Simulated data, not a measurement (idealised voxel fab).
The process module presented herein is designated voxel ribs on slabs.
The figure presents cross-section cut, which has a width of 285 nm and is divided into square cells with an edge length of 5 nm.
Cross-section = grid of square cells, listed top down in bands; band = one or more rows. First you get the band's top height and its bottom height, in nm, and then the materials it's made of, left to right, with each width in nm. If you see a single material with "everywhere", that one covers the band edge to edge. "air" is empty space. Ref level 0: as-received wafer is one material below here. Bottom band extends down with no lower bound ("top 0, no bottom"). Top row gets the first number, bottom row gets the second, and each row in between changes by the same step: that is how a band width like "30 to 40" works. "remained the same" means the step left every cell of the cross-section as it was. "Closed void inventory" specifies each empty space that is not open to the top and that occupies no fewer than 8 cells, using the form width x height at distance, the distance measured from the left edge and all three quantities in nm. Formally, on a step line, whatever follows the settings is a remark that the simulator itself makes on the step. A step's line can hold "overlay nm"; with a mask on that step, the setting says how far right of the planned place the mask lay, while a negative setting says it lay to the left.

# plan
1: RECEIVE [material Si]
2: DIRECTIONAL_DEP [material SiO2] [thk nm 30]
3: DIRECTIONAL_DEP [material SiN] [thk nm 20]
4: MASKED_ETCH [tone cover] [mask id RIB] [width nm 25] [etch materials SiN] [depth nm 15] [overlay nm 0]
5: PATTERN [tone cover] [mask id SLAB] [material resist] [width nm 55] [thk nm 15] [overlay nm 0]
6: DIRECTIONAL_ETCH [etch materials SiN] [depth nm 5]
7: STRIP [etch materials resist]
8: FILL_DEP [material SiO2] [thk nm 25]
9: CMP [height nm 70]
10: DIRECTIONAL_DEP [material TiN] [thk nm 10]
11: DIRECTIONAL_DEP [material aC] [thk nm 15]
12: PATTERN [tone cover] [mask id HEATER] [material resist] [width nm 35] [thk nm 35] [overlay nm 0]
13: DIRECTIONAL_ETCH [etch materials aC] [depth nm 15]
14: STRIP [etch materials resist]
15: DIRECTIONAL_ETCH [etch materials TiN] [depth nm 10]
16: STRIP [etch materials aC]
17: CONFORMAL_DEP [material SiO2] [thk nm 5]
Heads up: all these wafers start the same, and what changes between them is the width nm in step 5. The value you see in the plan is just what the first wafer got.

# Cross-sectional view of the first of several wafers in the as-received condition, corresponding to the state following step 1
top 0, no bottom: Si everywhere
Closed void inventory: none

# The cross-section of the first of several wafers is given below for the end of the module, after its final step, step 17
top 85, bottom 80: air (120), SiO2 (45), air (120)
top 80, bottom 75: air (120), SiO2 (5), TiN (35), SiO2 (5), air (120)
top 75, bottom 70: SiO2 (125), TiN (35), SiO2 (125)
top 70, bottom 50: SiO2 everywhere
top 50, bottom 35: SiO2 (130), SiN (25), SiO2 (130)
top 35, bottom 30: SiO2 (115), SiN (55), SiO2 (115)
top 30, bottom 0: SiO2 everywhere
top 0, no bottom: Si everywhere
Closed void inventory: none

# The module's end: a cross-section of the last wafer
top 85, bottom 80: air (120), SiO2 (45), air (120)
top 80, bottom 75: air (120), SiO2 (5), TiN (35), SiO2 (5), air (120)
top 75, bottom 70: SiO2 (125), TiN (35), SiO2 (125)
top 70, bottom 50: SiO2 everywhere
top 50, bottom 35: SiO2 (130), SiN (25), SiO2 (130)
top 35, bottom 30: SiO2 (105), SiN (80), SiO2 (100)
top 30, bottom 0: SiO2 everywhere
top 0, no bottom: Si everywhere
Closed void inventory: none

# Below, a row for every wafer. Read it as the end-of-module picture: for each material the wafer shows its cells gained (+) or lost (-) since it was received, and then its closed voids
width nm 55, +26 SiN, +833 SiO2, +14 TiN, Closed void inventory: none
width nm 60, +27 SiN, +832 SiO2, +14 TiN, Closed void inventory: none
width nm 65, +28 SiN, +831 SiO2, +14 TiN, Closed void inventory: none
width nm 70, +29 SiN, +830 SiO2, +14 TiN, Closed void inventory: none
width nm 75, +30 SiN, +829 SiO2, +14 TiN, Closed void inventory: none
width nm 80, +31 SiN, +828 SiO2, +14 TiN, Closed void inventory: none
